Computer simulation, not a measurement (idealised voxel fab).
process module | voxel ribs on slabs
Shown is cross-section cut, with a width of 245 nm and square cells of size 5 nm.
Cross-section spec: square-cell grid; bands listed top down; each band is one or more rows. A band entry consists of two parts. The first gives the height of the band's top and the height of its bottom, in nm. The rest lists the band's materials from left to right, each with its width in nm. A single material labelled with the word "edge to edge" fills the band from edge to edge, and the word "empty" marks empty space. Height 0 is the level under which the wafer as received is all one material. The lowest band goes on downwards, as in "top 0, no bottom". Think of "30..40" as a width that walks from the first number to the second as you go down the band, top row to bottom row, taking equal-sized steps from row to row. It should be understood that the words "nothing got changed", when stated for a given step, signify that the cross-section underwent no change in any of its cells during that step. Heads up: "Completely enclosed voids" only lists the empty pockets with no open path to the top that are 8 cells or more, and it writes them as width x height at distance, distance from the left edge, in nm. Formally, on a step line, whatever follows the settings is a remark that the simulator itself makes on the step. "overlay nm", when on a step's line for a step with a mask, measures how far to the right of its planned place the mask lay; a negative measure means to the left.
-- These are the steps we planned for the process
1: RECEIVE, material Si
2: DIRECTIONAL_DEP, material SiO2, thk nm 25
3: DIRECTIONAL_DEP, material SiN, thk nm 25
4: DIRECTIONAL_DEP, material aC, thk nm 15
5: PATTERN, tone cover, mask id RIB, material resist, width nm 15, thk nm 30, overlay nm 0
6: DIRECTIONAL_ETCH, etch materials aC, depth nm 15
7: STRIP, etch materials resist
8: DIRECTIONAL_ETCH, etch materials SiN, depth nm 5
9: STRIP, etch materials aC
10: MASKED_ETCH, tone cover, mask id SLAB, width nm 55, etch materials SiN, depth nm 20, overlay nm 0
11: FILL_DEP, material SiO2, thk nm 20
12: CMP, height nm 65
13: DIRECTIONAL_DEP, material TiN, thk nm 10
14: PATTERN, tone cover, mask id HEATER, material resist, width nm 25, thk nm 15, overlay nm 0
15: DIRECTIONAL_ETCH, etch materials TiN, depth nm 10
16: STRIP, etch materials resist
17: CONFORMAL_DEP, material SiN, thk nm 10
-- The first of two wafers, run as planned
-- Shown in cross-section is the wafer as received, that is, as it stands after step 1
> top 0, no bottom | Si edge to edge
> Completely enclosed voids: none
-- Cross-sectional representation of the wafer at the conclusion of step 2
> top 25, bottom 0 | SiO2 edge to edge
> Anything lower than 0 is untouched.
-- Cross-sectional representation of the wafer at the conclusion of step 3
> top 50, bottom 25 | SiN edge to edge
> Anything lower than 25 is untouched.
-- Cross-sectional representation of the wafer at the conclusion of step 4
> top 65, bottom 50 | aC edge to edge
> Anything lower than 50 is untouched.
-- Cross-sectional representation of the wafer at the conclusion of step 5
> top 95, bottom 65 | 115 empty  15 resist  115 empty
> Anything lower than 65 is untouched.
-- Cross-sectional representation of the wafer at the conclusion of step 6
> top 80, bottom 65 | 115 empty  15 resist  115 empty
> top 65, bottom 50 | 115 empty  15 aC  115 empty
> Anything lower than 50 is untouched.
-- Cross-sectional representation of the wafer at the conclusion of step 7
> top 65, bottom 50 | 115 empty  15 aC  115 empty
> Anything lower than 50 is untouched.
-- Cross-sectional representation of the wafer at the conclusion of step 8
> top 65, bottom 50 | 115 empty  15 aC  115 empty
> top 50, bottom 45 | 115 empty  15 SiN  115 empty
> Anything lower than 45 is untouched.
-- Cross-sectional representation of the wafer at the conclusion of step 9
> top 50, bottom 45 | 115 empty  15 SiN  115 empty
> Anything lower than 45 is untouched.
-- Cross-sectional representation of the wafer at the conclusion of step 10
> top 50, bottom 45 | 115 empty  15 SiN  115 empty
> top 45, bottom 25 | 95 empty  55 SiN  95 empty
> Anything lower than 25 is untouched.
-- Cross-sectional representation of the wafer at the conclusion of step 11
> top 70, bottom 50 | SiO2 edge to edge
> top 50, bottom 45 | 115 SiO2  15 SiN  115 SiO2
> top 45, bottom 25 | 95 SiO2  55 SiN  95 SiO2
> Anything lower than 25 is untouched.
-- Cross-sectional representation of the wafer at the conclusion of step 12
> top 65, bottom 50 | SiO2 edge to edge
> Anything lower than 50 is untouched.
-- Cross-sectional representation of the wafer at the conclusion of step 13
> top 75, bottom 65 | TiN edge to edge
> Anything lower than 65 is untouched.
-- Cross-sectional representation of the wafer at the conclusion of step 14
> top 90, bottom 75 | 110 empty  25 resist  110 empty
> Anything lower than 75 is untouched.
-- Cross-sectional representation of the wafer at the conclusion of step 15
> top 90, bottom 75 | 110 empty  25 resist  110 empty
> top 75, bottom 65 | 110 empty  25 TiN  110 empty
> Anything lower than 65 is untouched.
-- Cross-sectional representation of the wafer at the conclusion of step 16
> top 75, bottom 65 | 110 empty  25 TiN  110 empty
> Anything lower than 65 is untouched.
-- Cross-sectional representation of the wafer at the conclusion of step 17
> top 85, bottom 75 | 100 empty  45 SiN  100 empty
> top 75, bottom 65 | 110 SiN  25 TiN  110 SiN
> Anything lower than 65 is untouched.
-- Second wafer, same starting conditions and recipe as the first, one mistake in executing it, nothing differs from the first up to and including step 4
-- Second wafer, section view, time point: scheduled end of step 5
> top 95, bottom 65 | 110 empty  15 resist  120 empty
> Anything lower than 65 is untouched.
-- Second wafer, section view, time point: scheduled end of step 6
> top 80, bottom 65 | 110 empty  15 resist  120 empty
> top 65, bottom 50 | 110 empty  15 aC  120 empty
> Anything lower than 50 is untouched.
-- Second wafer, section view, time point: scheduled end of step 7
> top 65, bottom 50 | 110 empty  15 aC  120 empty
> Anything lower than 50 is untouched.
-- Second wafer, section view, time point: scheduled end of step 8
> top 65, bottom 50 | 110 empty  15 aC  120 empty
> top 50, bottom 45 | 110 empty  15 SiN  120 empty
> Anything lower than 45 is untouched.
-- Second wafer, section view, time point: scheduled end of step 9
> top 50, bottom 45 | 110 empty  15 SiN  120 empty
> Anything lower than 45 is untouched.
-- Second wafer, section view, time point: scheduled end of step 10
> top 50, bottom 45 | 110 empty  15 SiN  120 empty
> top 45, bottom 25 | 95 empty  55 SiN  95 empty
> Anything lower than 25 is untouched.
-- Second wafer, section view, time point: scheduled end of step 11
> top 70, bottom 50 | SiO2 edge to edge
> top 50, bottom 45 | 110 SiO2  15 SiN  120 SiO2
> top 45, bottom 25 | 95 SiO2  55 SiN  95 SiO2
> Anything lower than 25 is untouched.
-- Second wafer, section view, time point: scheduled end of step 12
> top 65, bottom 50 | SiO2 edge to edge
> Anything lower than 50 is untouched.
-- Second wafer, section view, time point: scheduled end of step 13
> top 75, bottom 65 | TiN edge to edge
> Anything lower than 65 is untouched.
-- Second wafer, section view, time point: scheduled end of step 14
> top 90, bottom 75 | 110 empty  25 resist  110 empty
> Anything lower than 75 is untouched.
-- Second wafer, section view, time point: scheduled end of step 15
> top 90, bottom 75 | 110 empty  25 resist  110 empty
> top 75, bottom 65 | 110 empty  25 TiN  110 empty
> Anything lower than 65 is untouched.
-- Second wafer, section view, time point: scheduled end of step 16
> top 75, bottom 65 | 110 empty  25 TiN  110 empty
> Anything lower than 65 is untouched.
-- Second wafer, section view, time point: scheduled end of step 17
> top 85, bottom 75 | 100 empty  45 SiN  100 empty
> top 75, bottom 65 | 110 SiN  25 TiN  110 SiN
> Anything lower than 65 is untouched.
So what did we get wrong on this run? rather than as planned, step 5 actually ran as PATTERN, tone cover, mask id RIB, material resist, width nm 15, thk nm 30, overlay nm -5
Final wafers compared: equal cell tally per material, rearranged layout.
